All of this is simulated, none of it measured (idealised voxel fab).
process module | voxel air gaps
cross-section cut | 175 nm wide | cells 5 nm
A cross-section is a grid of square cells, given in bands from the top down. A band is one or more rows of cells.
Each band's line starts with the height of the band's top and of its bottom, in nm. Then come its materials from left to right, each with its width in nm. One material with "throughout" fills the band from edge to edge. "air" is empty space.
Height 0 is the level under which the wafer as received is all one material. The lowest band goes on downwards, as in "0 down".
A width such as "30 to 40" changes by the same amount from each row of cells to the next, from the band's top row to its bottom row.
"no change" after a step means that no cell of the cross-section changed.
closed voids: empty space of 8 cells or more with no open way to the top, each as width x height at its distance from the left edge, in nm
after a step's settings: what the simulator itself notes on the step
overlay nm, on a step with a mask: how far to the right of its planned place the mask lay; to the left if negative
plan
1 op RECEIVE | material Si
2 op CONFORMAL_DEP | material SiO2 | thk nm 15
3 op CONFORMAL_DEP | material SiCN | thk nm 5
4 op DIRECTIONAL_DEP | material SiO2 | thk nm 30
5 op MASKED_ETCH | tone open | mask id LINES | width nm 20 | pitch nm 45 | etch materials SiO2 | depth nm 30 | overlay nm 0
6 op CONFORMAL_DEP | material TiN | thk nm 5
7 op FILL_DEP | material Cu | thk nm 10
8 op CMP | height nm 50
9 op EPI | material Ru | thk nm 10
10 op SELECTIVE_ETCH | etch materials SiO2 | depth nm 40
11 op CONFORMAL_DEP | material SiCN | thk nm 5
as received, after step 1
  0 down: Si throughout
  closed voids: none
first wafer at the end, as planned
  65 to 60: air 15 | SiCN 140 | air 20
  60 to 50: air 15 | SiCN 5 | Ru 40 | SiCN 5 | Ru 40 | SiCN 5 | Ru 40 | SiCN 5 | air 20
  50 to 45: air 15 | SiCN 15 | TiN 5 | Cu 10 | TiN 5 | SiCN 25 | TiN 5 | Cu 10 | TiN 5 | SiCN 25 | TiN 5 | Cu 10 | TiN 5 | SiCN 15 | air 20
  45 to 25: air 25 | SiCN 5 | TiN 5 | Cu 10 | TiN 5 | SiCN 5 | air 15 | SiCN 5 | TiN 5 | Cu 10 | TiN 5 | SiCN 5 | air 15 | SiCN 5 | TiN 5 | Cu 10 | TiN 5 | SiCN 5 | air 30
  25 to 20: SiCN 30 | TiN 20 | SiCN 25 | TiN 20 | SiCN 25 | TiN 20 | SiCN 35
  20 to 15: SiCN throughout
  15 to 0: SiO2 throughout
  0 down: Si throughout
  closed voids: 15 x 20 at 55; 15 x 20 at 100
second wafer at the end: like start, like plan, one mistake
  65 to 60: air 15 | SiCN 140 | air 20
  60 to 50: air 15 | SiCN 5 | Ru 40 | SiCN 5 | Ru 40 | SiCN 5 | Ru 40 | SiCN 5 | air 20
  50 to 45: air 15 | SiCN 15 | TiN 5 | SiO2 10 | TiN 5 | SiCN 25 | TiN 5 | SiO2 10 | TiN 5 | SiCN 25 | TiN 5 | SiO2 10 | TiN 5 | SiCN 15 | air 20
  45 to 25: air 25 | SiCN 5 | TiN 5 | SiO2 10 | TiN 5 | SiCN 5 | air 15 | SiCN 5 | TiN 5 | SiO2 10 | TiN 5 | SiCN 5 | air 15 | SiCN 5 | TiN 5 | SiO2 10 | TiN 5 | SiCN 5 | air 30
  25 to 20: SiCN 30 | TiN 20 | SiCN 25 | TiN 20 | SiCN 25 | TiN 20 | SiCN 35
  20 to 15: SiCN throughout
  15 to 0: SiO2 throughout
  0 down: Si throughout
  closed voids: 15 x 20 at 55; 15 x 20 at 100
what went wrong: step 7 ran as: op FILL_DEP | material SiO2 | thk nm 10
at the end the second wafer has, in cells: 30 fewer of Cu | 30 more of SiO2
